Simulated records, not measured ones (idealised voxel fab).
Title: Process Module voxel gate over fins
Section cut is 230 nm wide and gridded with 5 nm square cells.
Cross-section = grid of square cells, listed top down in bands; band = one or more rows.
Heights first: top, then bottom, in nm. Then materials, left to right, each with a width in nm. "edge to edge" on a single material: fills the band edge to edge. "air": empty space.
Zero point of the height axis is 0; under it, received wafer = one material. Lowest band: continues down indefinitely, "from 0 down".
A two-number width, for instance "30->40", indicates that the width is equal to the first number in the top row of the band and to the second number in the bottom row, and that it changes by a constant amount per row of cells.
Any step labelled "nothing altered" changed none of the cells in the cross-section.
The list in "Listed closed voids" covers empty spaces of 8 cells or more that cannot reach the top through any open way, and it gives each as width x height at distance; the distance is from the left edge, and width, height and distance are in nm.
Past the settings on a step's line: simulator remark, on that step.
Steps that use a mask can have "overlay nm" on their line. It says how far the mask sat to the right of where it was meant to be. Negative means to the left.
SET OUT BELOW ARE THE PLANNED STEPS OF THE PROCESS
1 RECEIVE (material Si)
2 CONFORMAL_DEP (material SiN; thk nm 10)
3 PATTERN (tone cover; mask id FINS; material resist; width nm 15; pitch nm 50; thk nm 15; overlay nm 0)
4 DIRECTIONAL_ETCH (etch materials SiN; depth nm 10)
5 DIRECTIONAL_ETCH (etch materials Si; depth nm 35)
6 STRIP (etch materials resist)
7 OXIDIZE (depth nm 5)
8 FILL_DEP (material SiO2; thk nm 5)
9 CMP (height nm 10)
10 DIRECTIONAL_DEP (material aC; thk nm 10)
11 PATTERN (tone open; mask id RAIL; material resist; width nm 15; thk nm 30; overlay nm -15)
12 DIRECTIONAL_ETCH (etch materials aC; depth nm 10)
13 STRIP (etch materials resist)
14 DIRECTIONAL_ETCH (etch materials SiO2; depth nm 40)
15 STRIP (etch materials aC)
16 CONFORMAL_DEP (material TiN; thk nm 5)
17 FILL_DEP (material W; thk nm 10)
18 CMP (height nm 10)
19 SELECTIVE_ETCH (etch materials W Ru TiN; depth nm 25)
20 FILL_DEP (material SiO2; thk nm 5)
21 CMP (height nm 10)
22 SELECTIVE_ETCH (etch materials SiO2; depth nm 20)
23 STRIP (etch materials SiN)
24 CONFORMAL_DEP (material HfO2; thk nm 5)
25 CONFORMAL_DEP (material TiN; thk nm 5)
26 CONFORMAL_DEP (material TiAl; thk nm 5)
27 CONFORMAL_DEP (material TiN; thk nm 5)
28 FILL_DEP (material W; thk nm 15)
29 CMP (height nm 30)
30 CONFORMAL_DEP (material SiCN; thk nm 5)
Where the wafers of this document differ is in the overlay nm of step 11; they start out the same, and the plan states the value that applied to the first wafer.
THE FIRST OF SEVERAL WAFERS, AS RECEIVED AFTER STEP 1, SEEN IN SECTION
* from 0 down | Si edge to edge
* Listed closed voids: none
TABULATED BELOW, WAFER BY WAFER, ARE THE END-OF-MODULE RESULTS: FOR EACH MATERIAL, THE NUMBER OF CELLS GAINED (+) OR LOST (-) RELATIVE TO THE AS-RECEIVED STATE, FOLLOWED BY THE CLOSED VOIDS
overlay nm -15, +58 HfO2, -344 Si, +46 SiCN, +252 SiO2, +58 TiAl, +122 TiN, +130 W, Listed closed voids: none
overlay nm -10, +58 HfO2, -344 Si, +46 SiCN, +249 SiO2, +58 TiAl, +123 TiN, +132 W, Listed closed voids: none
overlay nm -5, +58 HfO2, -344 Si, +46 SiCN, +249 SiO2, +58 TiAl, +123 TiN, +132 W, Listed closed voids: none
overlay nm 0, +58 HfO2, -344 Si, +46 SiCN, +249 SiO2, +58 TiAl, +123 TiN, +132 W, Listed closed voids: none
overlay nm 5, +58 HfO2, -344 Si, +46 SiCN, +249 SiO2, +58 TiAl, +123 TiN, +132 W, Listed closed voids: none
overlay nm 10, +58 HfO2, -344 Si, +46 SiCN, +249 SiO2, +58 TiAl, +123 TiN, +132 W, Listed closed voids: none
overlay nm 15, +58 HfO2, -344 Si, +46 SiCN, +252 SiO2, +58 TiAl, +122 TiN, +130 W, Listed closed voids: none
